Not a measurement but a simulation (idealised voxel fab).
The process module presented herein is designated voxel transistor to metal.
We display cut, a cross-section 165 nm in width whose square cells are each 5 nm.
Think of the cross-section as a grid of square cells. We describe it in bands, top to bottom, and each band covers one or more rows of those cells.
The entry gives the band's vertical extent as a top height and a bottom height in nm, then its horizontal make-up as materials from left to right, each with a width in nm. "air" stands for empty space; a single material marked "everywhere" fills the band edge to edge.
A quick word on heights: they are counted from 0, and under that level the wafer as it came to us is one material throughout. The lowest band is different from the rest in having no bottom; it simply continues downward, written as in "0..down".
The width entry "30..40" should be interpreted row by row: the top row of cells in the band takes the first number, the bottom row takes the second number, and the change between adjacent rows is uniform throughout.
The designation "no alterations made", where it is given for a processing step, indicates that no cell of the cross-section was altered in the course of that step.
Closed empty spaces (no open way to the top) of 8 cells or more are what "Unvented voids" lists, each as width x height at distance from the left edge, nm for all three.
Where a step's line continues beyond its settings, the continuation is a remark by the simulator itself on that step.
On any step carrying a mask, the "overlay nm" setting, if present on the step's line, tells how far right of its planned place the mask lay; negative values point to the left.
Set out below are the planned steps of the process
1) RECEIVE: material Si
2) CONFORMAL_DEP: material SiO2, thk nm 5
3) CONFORMAL_DEP: material SiN, thk nm 10
4) MASKED_ETCH: tone cover, mask id ACTIVE, width nm 105, etch materials SiN, depth nm 10, overlay nm 0
5) MASKED_ETCH: tone cover, mask id ACTIVE, width nm 105, etch materials SiO2, depth nm 5, overlay nm 0
6) MASKED_ETCH: tone cover, mask id ACTIVE, width nm 105, etch materials Si, depth nm 30, overlay nm 0
7) FILL_DEP: material SiO2, thk nm 5
8) CMP: height nm 15
9) SELECTIVE_ETCH: etch materials SiO2, depth nm 10
10) STRIP: etch materials SiN
11) SELECTIVE_ETCH: etch materials SiO2, depth nm 5
12) OXIDIZE: depth nm 5
13) DIRECTIONAL_DEP: material polySi, thk nm 25
14) DIRECTIONAL_DEP: material SiCN, thk nm 15
15) PATTERN: tone cover, mask id GATE, material resist, width nm 15, thk nm 20, overlay nm 0
16) DIRECTIONAL_ETCH: etch materials SiCN, depth nm 25
17) DIRECTIONAL_ETCH: etch materials polySi, depth nm 35
18) STRIP: etch materials resist
19) CONFORMAL_DEP: material SiO2, thk nm 5
20) DIRECTIONAL_ETCH: etch materials SiO2, depth nm 5
21) CONFORMAL_DEP: material SiN, thk nm 5
22) DIRECTIONAL_ETCH: etch materials SiN, depth nm 5
23) DIRECTIONAL_ETCH: etch materials SiO2, depth nm 5
24) DIRECTIONAL_ETCH: etch materials Si, depth nm 10
25) EPI: material pSi, thk nm 15
26) FILL_DEP: material SiO2, thk nm 5
27) CMP: height nm 40
28) DIRECTIONAL_DEP: material SiO2, thk nm 10
29) DIRECTIONAL_DEP: material aC, thk nm 10
30) PATTERN: tone open, mask id CONTACT, material resist, width nm 30, pitch nm 55, thk nm 25, overlay nm -15
31) DIRECTIONAL_ETCH: etch materials aC, depth nm 10
32) STRIP: etch materials resist
33) DIRECTIONAL_ETCH: etch materials SiO2, depth nm 50
34) STRIP: etch materials aC
35) CONFORMAL_DEP: material TiN, thk nm 5
36) FILL_DEP: material W, thk nm 10
37) CMP: height nm 50
38) DIRECTIONAL_DEP: material TiN, thk nm 5
39) DIRECTIONAL_DEP: material W, thk nm 20
40) MASKED_ETCH: tone cover, mask id METAL_1, width nm 15, pitch nm 70, etch materials W, depth nm 20, overlay nm 0
41) MASKED_ETCH: tone cover, mask id METAL_1, width nm 15, pitch nm 70, etch materials TiN, depth nm 5, overlay nm 0
42) FILL_DEP: material lowk, thk nm 10
43) CMP: height nm 75
44) CONFORMAL_DEP: material SiCN, thk nm 5
45) DIRECTIONAL_DEP: material lowk, thk nm 25
46) MASKED_ETCH: tone open, mask id METAL_2, width nm 15, pitch nm 70, etch materials lowk, depth nm 15, overlay nm 0
47) MASKED_ETCH: tone open, mask id METAL_2_HOLES, width nm 15, pitch nm 70, etch materials lowk, depth nm 10, overlay nm 0
48) MASKED_ETCH: tone open, mask id METAL_2_HOLES, width nm 15, pitch nm 70, etch materials SiCN, depth nm 5, overlay nm 0
49) CONFORMAL_DEP: material TiN, thk nm 5
50) FILL_DEP: material Cu, thk nm 10
51) CMP: height nm 105
52) CONFORMAL_DEP: material SiCN, thk nm 5
Variable across wafers: step 30 overlay nm (plan value is that of the first wafer; starting state common to all).
This is how the first of several wafers looked in cross-section when it arrived, which is after step 1
0..down: Si everywhere
Unvented voids: none
First of several wafers, sectioned at end of module (last step: step 52)
110..105: SiCN everywhere
105..80: 40 nm lowk; 5 nm TiN; 5 nm Cu; 5 nm TiN; 55 nm lowk; 5 nm TiN; 5 nm Cu; 5 nm TiN; 40 nm lowk
80..75: 40 nm SiCN; 15 nm TiN; 55 nm SiCN; 15 nm TiN; 40 nm SiCN
75..55: 40 nm lowk; 15 nm W; 55 nm lowk; 15 nm W; 40 nm lowk
55..50: 40 nm lowk; 15 nm TiN; 55 nm lowk; 15 nm TiN; 40 nm lowk
50..45: 25 nm SiO2; 5 nm TiN; 20 nm W; 5 nm TiN; 25 nm SiO2; 5 nm TiN; 20 nm W; 5 nm TiN; 55 nm SiO2
45..40: 25 nm SiO2; 5 nm TiN; 20 nm W; 5 nm TiN; 25 nm SiO2; 30 nm TiN; 55 nm SiO2
40..25: 25 nm SiO2; 5 nm TiN; 20 nm W; 5 nm TiN; 10 nm SiO2; 5 nm SiN; 5 nm SiO2; 15 nm SiCN; 5 nm TiN; 5 nm SiN; 10 nm TiN; 55 nm SiO2
25..15: 25 nm SiO2; 5 nm TiN; 20 nm W; 5 nm TiN; 10 nm SiO2; 5 nm SiN; 5 nm SiO2; 15 nm polySi; 5 nm TiN; 5 nm SiN; 10 nm TiN; 55 nm SiO2
15..10: 25 nm SiO2; 5 nm TiN; 15 nm W; 10 nm TiN; 10 nm SiO2; 5 nm SiN; 5 nm SiO2; 15 nm polySi; 5 nm TiN; 5 nm SiN; 10 nm TiN; 55 nm SiO2
10..5: 25 nm SiO2; 5 nm TiN; 15 nm W; 5 nm TiN; 15 nm pSi; 5 nm SiN; 5 nm SiO2; 15 nm polySi; 5 nm TiN; 5 nm SiN; 15 nm pSi; 50 nm SiO2
5..0: 25 nm SiO2; 25 nm TiN; 15 nm pSi; 5 nm SiN; 5 nm SiO2; 15 nm polySi; 5 nm TiN; 5 nm SiN; 15 nm pSi; 50 nm SiO2
0..-5: 25 nm SiO2; 40 nm pSi; 35 nm SiO2; 40 nm pSi; 25 nm SiO2
-5..-15: 30 nm SiO2; 35 nm pSi; 35 nm Si; 35 nm pSi; 30 nm SiO2
-15..-30: 30 nm SiO2; 105 nm Si; 30 nm SiO2
-30..down: Si everywhere
Unvented voids: none
Cross-sectional view of the final wafer of several at the module's end
110..105: SiCN everywhere
105..80: 40 nm lowk; 5 nm TiN; 5 nm Cu; 5 nm TiN; 55 nm lowk; 5 nm TiN; 5 nm Cu; 5 nm TiN; 40 nm lowk
80..75: 40 nm SiCN; 15 nm TiN; 55 nm SiCN; 15 nm TiN; 40 nm SiCN
75..55: 40 nm lowk; 15 nm W; 55 nm lowk; 15 nm W; 40 nm lowk
55..50: 40 nm lowk; 15 nm TiN; 55 nm lowk; 15 nm TiN; 40 nm lowk
50..45: 55 nm SiO2; 5 nm TiN; 20 nm W; 5 nm TiN; 25 nm SiO2; 5 nm TiN; 20 nm W; 5 nm TiN; 25 nm SiO2
45..40: 55 nm SiO2; 30 nm TiN; 25 nm SiO2; 5 nm TiN; 20 nm W; 5 nm TiN; 25 nm SiO2
40..25: 55 nm SiO2; 10 nm TiN; 5 nm SiN; 5 nm TiN; 15 nm SiCN; 5 nm SiO2; 5 nm SiN; 10 nm SiO2; 5 nm TiN; 20 nm W; 5 nm TiN; 25 nm SiO2
25..15: 55 nm SiO2; 10 nm TiN; 5 nm SiN; 5 nm TiN; 15 nm polySi; 5 nm SiO2; 5 nm SiN; 10 nm SiO2; 5 nm TiN; 20 nm W; 5 nm TiN; 25 nm SiO2
15..10: 55 nm SiO2; 10 nm TiN; 5 nm SiN; 5 nm TiN; 15 nm polySi; 5 nm SiO2; 5 nm SiN; 10 nm SiO2; 10 nm TiN; 15 nm W; 5 nm TiN; 25 nm SiO2
10..5: 50 nm SiO2; 15 nm pSi; 5 nm SiN; 5 nm TiN; 15 nm polySi; 5 nm SiO2; 5 nm SiN; 15 nm pSi; 5 nm TiN; 15 nm W; 5 nm TiN; 25 nm SiO2
5..0: 50 nm SiO2; 15 nm pSi; 5 nm SiN; 5 nm TiN; 15 nm polySi; 5 nm SiO2; 5 nm SiN; 15 nm pSi; 25 nm TiN; 25 nm SiO2
0..-5: 25 nm SiO2; 40 nm pSi; 35 nm SiO2; 40 nm pSi; 25 nm SiO2
-5..-15: 30 nm SiO2; 35 nm pSi; 35 nm Si; 35 nm pSi; 30 nm SiO2
-15..-30: 30 nm SiO2; 105 nm Si; 30 nm SiO2
-30..down: Si everywhere
Unvented voids: none
Every row in this table is a wafer at the end of the module, and it gives, for each of the materials, the cells that wafer has gained (+) or lost (-) since it was received, then its closed voids
overlay nm -15 | +10 Cu | -121 Si | +69 SiCN | +16 SiN | +265 SiO2 | +84 TiN | +62 W | +270 lowk | +56 pSi | +15 polySi | Unvented voids: none
overlay nm -10 | +10 Cu | -121 Si | +69 SiCN | +16 SiN | +261 SiO2 | +84 TiN | +66 W | +270 lowk | +56 pSi | +15 polySi | Unvented voids: none
overlay nm -5 | +10 Cu | -121 Si | +69 SiCN | +16 SiN | +255 SiO2 | +86 TiN | +70 W | +270 lowk | +56 pSi | +15 polySi | Unvented voids: none
overlay nm 0 | +10 Cu | -121 Si | +69 SiCN | +16 SiN | +263 SiO2 | +80 TiN | +68 W | +270 lowk | +56 pSi | +15 polySi | Unvented voids: none
overlay nm 5 | +10 Cu | -121 Si | +69 SiCN | +16 SiN | +255 SiO2 | +86 TiN | +70 W | +270 lowk | +56 pSi | +15 polySi | Unvented voids: none
overlay nm 10 | +10 Cu | -121 Si | +69 SiCN | +16 SiN | +261 SiO2 | +84 TiN | +66 W | +270 lowk | +56 pSi | +15 polySi | Unvented voids: none
overlay nm 15 | +10 Cu | -121 Si | +69 SiCN | +16 SiN | +265 SiO2 | +84 TiN | +62 W | +270 lowk | +56 pSi | +15 polySi | Unvented voids: none
